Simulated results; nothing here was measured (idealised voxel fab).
Name of the process module below: voxel capacitor over wiring
The figure presents cross-section cut, which has a width of 225 nm and is divided into square cells with an edge length of 5 nm.
Cross-section spec: square-cell grid; bands listed top down; each band is one or more rows. Look at the band entry: it leads with the top's height and the bottom's height in nm. Then it lists the materials left to right, with a width in nm for each. The word "edge to edge" on a single material says that material fills the band edge to edge. The word "empty" is empty space. Convention: height 0 is the level below which the wafer, as received, is all one material. The lowest band does not terminate at the bottom but continues downward, represented as "0 -> down". When a width is written as two numbers, as in "30->40", the first number is the width in the top row of cells of the band and the second is the width in its bottom row, and the width changes by the same amount from each row to the next. What does "no alterations made" mean for a step? It means no cell of the cross-section changed in that step. So "Fully closed voids" is basically the list of trapped voids: any empty space of 8 cells or more that can't reach the top through an opening. They're written width x height at distance, the distance being from the left edge, and it's all nm. It should be noted that, on the line of a given step, the content following the step's settings is a remark produced by the simulator itself with respect to that step. overlay nm: mask right of planned place by this much (step with mask). Neg. = left.
-- plan
1. RECEIVE | material Si
2. CONFORMAL_DEP | material SiO2 | thk nm 15
3. CONFORMAL_DEP | material SiN | thk nm 5
4. DIRECTIONAL_DEP | material SiO2 | thk nm 25
5. DIRECTIONAL_DEP | material aC | thk nm 10
6. PATTERN | tone open | mask id METAL_1 | material resist | width nm 25 | pitch nm 85 | thk nm 30 | overlay nm 0
7. DIRECTIONAL_ETCH | etch materials aC | depth nm 10
8. STRIP | etch materials resist
9. DIRECTIONAL_ETCH | etch materials SiO2 | depth nm 25
10. DIRECTIONAL_ETCH | etch materials SiN | depth nm 5
11. STRIP | etch materials aC
12. CONFORMAL_DEP | material TiN | thk nm 5
13. FILL_DEP | material Ru | thk nm 5
14. CMP | height nm 45
15. EPI | material Ru | thk nm 5
16. FILL_DEP | material SiCN | thk nm 5
17. DIRECTIONAL_DEP | material SiO2 | thk nm 15
18. MASKED_ETCH | tone open | mask id PLUG_1 | width nm 15 | etch materials SiO2 | depth nm 15 | overlay nm 0
19. MASKED_ETCH | tone open | mask id PLUG_1 | width nm 15 | etch materials SiCN | depth nm 5 | overlay nm 0
20. CONFORMAL_DEP | material TiN | thk nm 5
21. FILL_DEP | material W | thk nm 10
22. CMP | height nm 70
23. DIRECTIONAL_DEP | material TiN | thk nm 10
24. DIRECTIONAL_DEP | material Al2O3 | thk nm 5
25. DIRECTIONAL_DEP | material TiN | thk nm 10
26. PATTERN | tone cover | mask id UPPER_PLATE | material resist | width nm 65 | thk nm 15 | overlay nm 0
27. DIRECTIONAL_ETCH | etch materials TiN | depth nm 10
28. DIRECTIONAL_ETCH | etch materials Al2O3 | depth nm 5
29. STRIP | etch materials resist
30. DIRECTIONAL_DEP | material aC | thk nm 15
31. PATTERN | tone cover | mask id LOWER_PLATE | material resist | width nm 75 | thk nm 30 | overlay nm 0
32. DIRECTIONAL_ETCH | etch materials aC | depth nm 15
33. STRIP | etch materials resist
34. DIRECTIONAL_ETCH | etch materials TiN | depth nm 10
35. STRIP | etch materials aC
36. FILL_DEP | material SiO2 | thk nm 15
37. CMP | height nm 105
38. PATTERN | tone open | mask id PLUG_2 | material resist | width nm 15 | thk nm 20 | overlay nm 0
39. DIRECTIONAL_ETCH | etch materials SiO2 | depth nm 10
40. STRIP | etch materials resist
41. CONFORMAL_DEP | material TiN | thk nm 5
42. FILL_DEP | material Cu | thk nm 10
43. CMP | height nm 105
44. CONFORMAL_DEP | material SiCN | thk nm 5
-- Cross-section of the wafer at receipt, which is the condition after step 1
> 0 -> down: Si edge to edge
> Fully closed voids: none
-- Cross-sectional result after module completion. Note: starting condition and plan are unchanged from above; one processing mistake was made
> 110 -> 105: SiCN edge to edge
> 105 -> 100: SiO2 75 nm | TiN 5 nm | Cu 5 nm | TiN 5 nm | SiO2 135 nm
> 100 -> 95: SiO2 75 nm | TiN 15 nm | SiO2 135 nm
> 95 -> 85: SiO2 65 nm | TiN 65 nm | SiO2 95 nm
> 85 -> 80: SiO2 65 nm | Al2O3 65 nm | SiO2 95 nm
> 80 -> 70: SiO2 60 nm | TiN 75 nm | SiO2 90 nm
> 70 -> 55: SiO2 65 nm | TiN 5 nm | W 5 nm | TiN 5 nm | SiO2 145 nm
> 55 -> 50: SiCN 65 nm | TiN 15 nm | SiCN 145 nm
> 50 -> 45: SiCN 55 nm | Ru 35 nm | SiCN 50 nm | Ru 35 nm | SiCN 50 nm
> 45 -> 20: SiO2 60 nm | TiN 5 nm | Ru 15 nm | TiN 5 nm | SiO2 60 nm | TiN 5 nm | Ru 15 nm | TiN 5 nm | SiO2 55 nm
> 20 -> 15: SiN 60 nm | TiN 25 nm | SiN 60 nm | TiN 25 nm | SiN 55 nm
> 15 -> 0: SiO2 edge to edge
> 0 -> down: Si edge to edge
> Fully closed voids: none
Which mistake was made when the wafer was run? so step 6 ended up running with a different setting than we planned, it ran as PATTERN | tone open | mask id METAL_1 | material resist | width nm 25 | pitch nm 85 | thk nm 30 | overlay nm 5
